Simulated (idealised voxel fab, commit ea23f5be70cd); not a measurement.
Title: Process Module voxel ribs on slabs
The cross-section on display is named cut; it measures 140 nm wide, and its cells are 5 nm squares.
For the purposes of this document, a cross-section shall be understood as a grid of square cells, specified as bands listed in top-to-bottom order, each band consisting of one or more rows of cells.
In this notation a band is specified by the heights of its top and bottom, in that order and in nm, after which its materials appear from left to right, each paired with its width in nm. The word "all across" attached to a single material means that material fills the band from edge to edge; the word "blank" stands for empty space.
Heights are measured from 0, the level below which the as-received wafer is all one material; the lowest band has no bottom and continues downward, written as in "0..down".
A two-number width, for instance "30 to 40", indicates that the width is equal to the first number in the top row of the band and to the second number in the bottom row, and that it changes by a constant amount per row of cells.
What does "left unchanged" mean for a step? It means no cell of the cross-section changed in that step.
The list in "Trapped voids" covers empty spaces of 8 cells or more that cannot reach the top through any open way, and it gives each as width x height at distance; the distance is from the left edge, and width, height and distance are in nm.
Formally, on a step line, whatever follows the settings is a remark that the simulator itself makes on the step.
Among the settings permitted on a step's line is "overlay nm"; applied to a step with a mask, it specifies the extent to which the mask lay to the right of its planned position, whereas a negative figure signifies a position to the left.
### The following list gives the planned process steps
1: RECEIVE,material Si
2: DIRECTIONAL_DEP,material SiO2,thk nm 20
3: DIRECTIONAL_DEP,material SiN,thk nm 15
4: DIRECTIONAL_DEP,material aC,thk nm 15
5: PATTERN,tone cover,mask id RIB,material resist,width nm 25,thk nm 35,overlay nm 0
6: DIRECTIONAL_ETCH,etch materials aC,depth nm 15
7: STRIP,etch materials resist
8: DIRECTIONAL_ETCH,etch materials SiN,depth nm 10
9: STRIP,etch materials aC
10: DIRECTIONAL_DEP,material aC,thk nm 10
11: PATTERN,tone cover,mask id SLAB,material resist,width nm 75,thk nm 30,overlay nm 0
12: DIRECTIONAL_ETCH,etch materials aC,depth nm 10
13: STRIP,etch materials resist
14: DIRECTIONAL_ETCH,etch materials SiN,depth nm 5
15: STRIP,etch materials aC
16: FILL_DEP,material SiO2,thk nm 20
17: CMP,height nm 50
18: DIRECTIONAL_DEP,material W,thk nm 10
19: MASKED_ETCH,tone cover,mask id HEATER,width nm 35,etch materials W,depth nm 10,overlay nm 0
20: CONFORMAL_DEP,material SiO2,thk nm 10
### So, the first of our two wafers, run just as we planned it
### Step 1 complete: cross-section of the wafer as received
0..down: Si all across
Trapped voids: none
### Step 2 complete: cross-section through the wafer
20..0: SiO2 all across
Below 0, the layers are the same as they were.
### Step 3 complete: cross-section through the wafer
35..20: SiN all across
Below 20, the layers are the same as they were.
### Step 4 complete: cross-section through the wafer
50..35: aC all across
Below 35, the layers are the same as they were.
### Step 5 complete: cross-section through the wafer
85..50: blank 55 nm | resist 25 nm | blank 60 nm
Below 50, the layers are the same as they were.
### Step 6 complete: cross-section through the wafer
70..50: blank 55 nm | resist 25 nm | blank 60 nm
50..35: blank 55 nm | aC 25 nm | blank 60 nm
Below 35, the layers are the same as they were.
### Step 7 complete: cross-section through the wafer
50..35: blank 55 nm | aC 25 nm | blank 60 nm
Below 35, the layers are the same as they were.
### Step 8 complete: cross-section through the wafer
50..35: blank 55 nm | aC 25 nm | blank 60 nm
35..25: blank 55 nm | SiN 25 nm | blank 60 nm
Below 25, the layers are the same as they were.
### Step 9 complete: cross-section through the wafer
35..25: blank 55 nm | SiN 25 nm | blank 60 nm
Below 25, the layers are the same as they were.
### Step 10 complete: cross-section through the wafer
45..35: blank 55 nm | aC 25 nm | blank 60 nm
35..25: aC 55 nm | SiN 25 nm | aC 60 nm
Below 25, the layers are the same as they were.
### Step 11 complete: cross-section through the wafer
75..45: blank 30 nm | resist 75 nm | blank 35 nm
45..35: blank 30 nm | resist 25 nm | aC 25 nm | resist 25 nm | blank 35 nm
Below 35, the layers are the same as they were.
### Step 12 complete: cross-section through the wafer
65..45: blank 30 nm | resist 75 nm | blank 35 nm
45..35: blank 30 nm | resist 25 nm | aC 25 nm | resist 25 nm | blank 35 nm
35..25: blank 30 nm | aC 25 nm | SiN 25 nm | aC 25 nm | blank 35 nm
Below 25, the layers are the same as they were.
### Step 13 complete: cross-section through the wafer
45..35: blank 55 nm | aC 25 nm | blank 60 nm
Below 35, the layers are the same as they were.
### Step 14 complete: cross-section through the wafer
45..35: blank 55 nm | aC 25 nm | blank 60 nm
35..25: blank 30 nm | aC 25 nm | SiN 25 nm | aC 25 nm | blank 35 nm
25..20: blank 30 nm | SiN 75 nm | blank 35 nm
Below 20, the layers are the same as they were.
### Step 15 complete: cross-section through the wafer
35..25: blank 55 nm | SiN 25 nm | blank 60 nm
Below 25, the layers are the same as they were.
### Step 16 complete: cross-section through the wafer
55..35: SiO2 all across
35..25: SiO2 55 nm | SiN 25 nm | SiO2 60 nm
25..20: SiO2 30 nm | SiN 75 nm | SiO2 35 nm
Below 20, the layers are the same as they were.
### Step 17 complete: cross-section through the wafer
50..35: SiO2 all across
Below 35, the layers are the same as they were.
### Step 18 complete: cross-section through the wafer
60..50: W all across
Below 50, the layers are the same as they were.
### Step 19 complete: cross-section through the wafer
60..50: blank 50 nm | W 35 nm | blank 55 nm
Below 50, the layers are the same as they were.
### Step 20 complete: cross-section through the wafer
70..60: blank 40 nm | SiO2 55 nm | blank 45 nm
60..50: SiO2 50 nm | W 35 nm | SiO2 55 nm
Below 50, the layers are the same as they were.
### Second wafer, same starting conditions and recipe as the first, one mistake in executing it, nothing differs from the first up to and including step 1
### The second wafer in cross-section, at the planned close of step 2
15..0: SiN all across
Below 0, the layers are the same as they were.
### The second wafer in cross-section, at the planned close of step 3
35..15: SiO2 all across
Below 15, the layers are the same as they were.
### The second wafer in cross-section, at the planned close of step 4
50..35: aC all across
Below 35, the layers are the same as they were.
### The second wafer in cross-section, at the planned close of step 5
85..50: blank 55 nm | resist 25 nm | blank 60 nm
Below 50, the layers are the same as they were.
### The second wafer in cross-section, at the planned close of step 6
70..50: blank 55 nm | resist 25 nm | blank 60 nm
50..35: blank 55 nm | aC 25 nm | blank 60 nm
Below 35, the layers are the same as they were.
### The second wafer in cross-section, at the planned close of step 7
50..35: blank 55 nm | aC 25 nm | blank 60 nm
Below 35, the layers are the same as they were.
The second wafer in cross-section, at the planned close of step 8: left unchanged
### The second wafer in cross-section, at the planned close of step 9
35..15: SiO2 all across
Below 15, the layers are the same as they were.
### The second wafer in cross-section, at the planned close of step 10
45..35: aC all across
Below 35, the layers are the same as they were.
### The second wafer in cross-section, at the planned close of step 11
75..45: blank 30 nm | resist 75 nm | blank 35 nm
Below 45, the layers are the same as they were.
### The second wafer in cross-section, at the planned close of step 12
65..45: blank 30 nm | resist 75 nm | blank 35 nm
45..35: blank 30 nm | aC 75 nm | blank 35 nm
Below 35, the layers are the same as they were.
### The second wafer in cross-section, at the planned close of step 13
45..35: blank 30 nm | aC 75 nm | blank 35 nm
Below 35, the layers are the same as they were.
The second wafer in cross-section, at the planned close of step 14: left unchanged
### The second wafer in cross-section, at the planned close of step 15
35..15: SiO2 all across
Below 15, the layers are the same as they were.
### The second wafer in cross-section, at the planned close of step 16
55..15: SiO2 all across
Below 15, the layers are the same as they were.
### The second wafer in cross-section, at the planned close of step 17
50..15: SiO2 all across
Below 15, the layers are the same as they were.
### The second wafer in cross-section, at the planned close of step 18
60..50: W all across
Below 50, the layers are the same as they were.
### The second wafer in cross-section, at the planned close of step 19
60..50: blank 50 nm | W 35 nm | blank 55 nm
Below 50, the layers are the same as they were.
### The second wafer in cross-section, at the planned close of step 20
70..60: blank 40 nm | SiO2 55 nm | blank 45 nm
60..50: SiO2 50 nm | W 35 nm | SiO2 55 nm
Below 50, the layers are the same as they were.
Deviation noted in wafer processing: steps 2 and 3 traded places in the executed sequence
Final tally in cells, some materials are higher or lower on the second wafer than on the first: +59 SiN | -59 SiO2
